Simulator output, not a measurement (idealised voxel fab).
voxel self aligned vias: a process module
We display cut, a cross-section 225 nm in width whose square cells are each 5 nm.
Just so we're on the same page, the cross-sections are grids of square cells, and they're listed out in bands top to bottom, each band one or more rows deep.
Band: top height; bottom height; in nm. Then, left to right: material with width in nm, for each material. "full width": a single material spanning edge to edge. "air": empty space.
The reference from which all heights are counted is 0, the level beneath which the as-received wafer is entirely one material; the lowest band, having no lower bound, proceeds downward and is written after the example "0..down".
Width: "30 to 40" (first number = top row, second number = bottom row, same change from row to row of cells).
The cross-section has no changed cell in any step marked "identical to before".
Voids not open to the top, 8 cells minimum: see "Sealed cavities". Written width x height at distance; distance is from the left edge; nm.
Step line, after settings: the simulator's comment on this step.
The "overlay nm" setting may appear on a step's line; for a step that uses a mask, it gives how far to the right of its planned position the mask lay, and a negative value indicates the left.

THE PLANNED PROCESS STEPS ARE ENUMERATED HEREUNDER
| 1 | RECEIVE: material Si |
| 2 | CONFORMAL_DEP: material SiO2, thk nm 10 |
| 3 | CONFORMAL_DEP: material SiCN, thk nm 5 |
| 4 | DIRECTIONAL_DEP: material lowk, thk nm 20 |
| 5 | PATTERN: tone open, mask id LINES, material resist, width nm 20, pitch nm 60, thk nm 15, overlay nm 0 |
| 6 | DIRECTIONAL_ETCH: etch materials lowk, depth nm 20 |
| 7 | STRIP: etch materials resist |
| 8 | CONFORMAL_DEP: material TiN, thk nm 5 |
| 9 | FILL_DEP: material W, thk nm 5 |
| 10 | CMP: height nm 35 |
| 11 | SELECTIVE_ETCH: etch materials W Ru TiN, depth nm 5 |
| 12 | FILL_DEP: material SiN, thk nm 10 |
| 13 | CMP: height nm 35 |
| 14 | DIRECTIONAL_DEP: material lowk, thk nm 15 |
| 15 | DIRECTIONAL_DEP: material aC, thk nm 15 |
| 16 | PATTERN: tone open, mask id VIAS, material resist, width nm 40, pitch nm 60, thk nm 30, overlay nm 0 |
| 17 | DIRECTIONAL_ETCH: etch materials aC, depth nm 15 |
| 18 | STRIP: etch materials resist |
| 19 | DIRECTIONAL_ETCH: etch materials lowk, depth nm 15 |
| 20 | DIRECTIONAL_ETCH: etch materials SiN, depth nm 5 |
| 21 | STRIP: etch materials aC |
| 22 | CONFORMAL_DEP: material TiN, thk nm 5 |
| 23 | FILL_DEP: material Cu, thk nm 5 |
| 24 | CMP: height nm 50 |
| 25 | CONFORMAL_DEP: material SiN, thk nm 5 |

CROSS-SECTIONAL VIEW OF THE WAFER IN ITS AS-RECEIVED CONDITION, CORRESPONDING TO THE STATE AFTER STEP 1
	0..down  Si full width
	Sealed cavities: none

FIRST OF TWO WAFERS, END-OF-MODULE SECTION, RUN FOLLOWED PLAN
	55..50  SiN full width
	50..40  lowk 60 / TiN 5 / Cu 30 / TiN 5 / lowk 20 / TiN 5 / Cu 30 / TiN 5 / lowk 65
	40..35  lowk 60 / TiN 15 / Cu 10 / TiN 15 / lowk 20 / TiN 15 / Cu 10 / TiN 15 / lowk 65
	35..30  lowk 70 / TiN 20 / lowk 40 / TiN 20 / lowk 75
	30..20  lowk 70 / TiN 5 / W 10 / TiN 5 / lowk 40 / TiN 5 / W 10 / TiN 5 / lowk 75
	20..15  lowk 70 / TiN 20 / lowk 40 / TiN 20 / lowk 75
	15..10  SiCN full width
	10..0  SiO2 full width
	0..down  Si full width
	Sealed cavities: none

WAFER TWO, SECTIONED AFTER THE MODULE: THE FIRST WAFER'S START, THE FIRST WAFER'S PLAN, AND ONE MISTAKE IN HOW IT WAS RUN
	55..50  SiN full width
	50..45  Cu full width
	45..40  TiN 65 / Cu 30 / TiN 30 / Cu 30 / TiN 70
	40..35  lowk 60 / TiN 5 / Cu 30 / TiN 5 / lowk 20 / TiN 5 / Cu 30 / TiN 5 / lowk 65
	35..30  lowk 60 / TiN 40 / lowk 20 / TiN 40 / lowk 65
	30..20  lowk 60 to 70 / TiN 15 to 5 / W 10 / TiN 15 to 5 / lowk 20 to 40 / TiN 15 to 5 / W 10 / TiN 15 to 5 / lowk 65 to 75
	20..15  lowk 70 / TiN 20 / lowk 40 / TiN 20 / lowk 75
	15..10  SiCN full width
	10..0  SiO2 full width
	0..down  Si full width
	Sealed cavities: none
It is concluded that the wafer was processed incorrectly with respect to the plan, in that step 14 went in with a setting other than planned; the actual run was DIRECTIONAL_DEP: material lowk, thk nm 5
The final cell counts differ between the wafers, with the second having more or fewer of some materials than the first: 41 more of Cu, 33 more of TiN, 74 fewer of lowk
